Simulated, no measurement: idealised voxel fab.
process module | voxel transistor to metal
cross-section cut | 195 nm wide | cells 5 nm
A cross-section is a grid of square cells, given in bands from the top down. A band is one or more rows of cells.
Each band's line starts with the height of the band's top and of its bottom, in nm. Then come its materials from left to right, each with its width in nm. One material with "throughout" fills the band from edge to edge. "air" is empty space.
Height 0 is the level under which the wafer as received is all one material. The lowest band goes on downwards, as in "0 down".
A width such as "30 to 40" changes by the same amount from each row of cells to the next, from the band's top row to its bottom row.
"no change" after a step means that no cell of the cross-section changed.
closed voids: empty space of 8 cells or more with no open way to the top, each as width x height at its distance from the left edge, in nm
after a step's settings: what the simulator itself notes on the step
overlay nm, on a step with a mask: how far to the right of its planned place the mask lay; to the left if negative
plan
1 op RECEIVE | material Si
2 op OXIDIZE | depth nm 5
3 op CONFORMAL_DEP | material SiN | thk nm 10
4 op MASKED_ETCH | tone cover | mask id ACTIVE | width nm 115 | etch materials SiN | depth nm 10 | overlay nm 0
5 op MASKED_ETCH | tone cover | mask id ACTIVE | width nm 115 | etch materials SiO2 | depth nm 5 | overlay nm 0
6 op MASKED_ETCH | tone cover | mask id ACTIVE | width nm 115 | etch materials Si | depth nm 30 | overlay nm -15
7 op FILL_DEP | material SiO2 | thk nm 15
8 op CMP | height nm 10
9 op SELECTIVE_ETCH | etch materials SiO2 | depth nm 10
10 op STRIP | etch materials SiN
11 op SELECTIVE_ETCH | etch materials SiO2 | depth nm 5
12 op OXIDIZE | depth nm 5
13 op DIRECTIONAL_DEP | material polySi | thk nm 25
14 op DIRECTIONAL_DEP | material SiCN | thk nm 15
15 op PATTERN | tone cover | mask id GATE | material resist | width nm 35 | thk nm 15 | overlay nm 0
16 op DIRECTIONAL_ETCH | etch materials SiCN | depth nm 25
17 op DIRECTIONAL_ETCH | etch materials polySi | depth nm 35
18 op STRIP | etch materials resist
19 op CONFORMAL_DEP | material SiN | thk nm 10
20 op DIRECTIONAL_ETCH | etch materials SiN | depth nm 10
21 op DIRECTIONAL_ETCH | etch materials SiO2 | depth nm 5
22 op EPI | material SiGe | thk nm 5
23 op FILL_DEP | material SiO2 | thk nm 5
24 op CMP | height nm 20
25 op STRIP | etch materials polySi
26 op SELECTIVE_ETCH | etch materials SiO2 | depth nm 5
27 op CONFORMAL_DEP | material HfO2 | thk nm 5
28 op CONFORMAL_DEP | material TiN | thk nm 5
29 op FILL_DEP | material W | thk nm 10
30 op CMP | height nm 15
31 op DIRECTIONAL_DEP | material SiO2 | thk nm 10
32 op MASKED_ETCH | tone open | mask id CONTACT | width nm 15 | pitch nm 80 | etch materials SiO2 | depth nm 30 | overlay nm 0
33 op CONFORMAL_DEP | material TiN | thk nm 5
34 op FILL_DEP | material W | thk nm 10
35 op CMP | height nm 25
36 op CONFORMAL_DEP | material SiCN | thk nm 5
37 op DIRECTIONAL_DEP | material SiO2 | thk nm 15
38 op MASKED_ETCH | tone open | mask id METAL_1 | width nm 15 | pitch nm 80 | etch materials SiO2 | depth nm 15 | overlay nm 0
39 op MASKED_ETCH | tone open | mask id METAL_1 | width nm 15 | pitch nm 80 | etch materials SiCN | depth nm 5 | overlay nm 0
40 op CONFORMAL_DEP | material TiN | thk nm 5
41 op FILL_DEP | material W | thk nm 10
42 op CMP | height nm 45
43 op CONFORMAL_DEP | material SiCN | thk nm 5
44 op DIRECTIONAL_DEP | material SiO2 | thk nm 35
45 op MASKED_ETCH | tone open | mask id METAL_2 | width nm 15 | pitch nm 80 | etch materials SiO2 | depth nm 20 | overlay nm 0
46 op DIRECTIONAL_DEP | material aC | thk nm 15
47 op PATTERN | tone open | mask id METAL_2_HOLES | material resist | width nm 15 | pitch nm 80 | thk nm 30 | overlay nm 0
48 op DIRECTIONAL_ETCH | etch materials aC | depth nm 15
49 op STRIP | etch materials resist
50 op DIRECTIONAL_ETCH | etch materials SiO2 | depth nm 15
51 op DIRECTIONAL_ETCH | etch materials SiCN | depth nm 5
52 op STRIP | etch materials aC
53 op CONFORMAL_DEP | material TiN | thk nm 5
54 op FILL_DEP | material Ru | thk nm 10
55 op CMP | height nm 85
56 op CONFORMAL_DEP | material SiN | thk nm 5
varied across the wafers: overlay nm of step 6. The plan shows the first wafer's value. All wafers start alike
first wafer as received, after step 1
  0 down: Si throughout
  closed voids: none
each wafer at the end: cells of each material gained (+) or lost (-) since it was received, then its closed voids
overlay nm -15 | +17 HfO2 | +14 Ru | -143 Si | +66 SiCN | +17 SiGe | +55 SiN | +562 SiO2 | +89 TiN | +25 W | closed voids: none
overlay nm -10 | +17 HfO2 | +14 Ru | -148 Si | +66 SiCN | +16 SiGe | +55 SiN | +568 SiO2 | +89 TiN | +25 W | closed voids: none
overlay nm -5 | +17 HfO2 | +14 Ru | -153 Si | +66 SiCN | +15 SiGe | +55 SiN | +574 SiO2 | +89 TiN | +25 W | closed voids: none
overlay nm 0 | +17 HfO2 | +14 Ru | -158 Si | +66 SiCN | +14 SiGe | +55 SiN | +580 SiO2 | +89 TiN | +25 W | closed voids: none
overlay nm 5 | +17 HfO2 | +14 Ru | -153 Si | +66 SiCN | +15 SiGe | +55 SiN | +574 SiO2 | +89 TiN | +25 W | closed voids: none
overlay nm 10 | +17 HfO2 | +14 Ru | -148 Si | +66 SiCN | +16 SiGe | +55 SiN | +568 SiO2 | +89 TiN | +25 W | closed voids: none
overlay nm 15 | +17 HfO2 | +14 Ru | -143 Si | +66 SiCN | +17 SiGe | +55 SiN | +562 SiO2 | +89 TiN | +25 W | closed voids: none
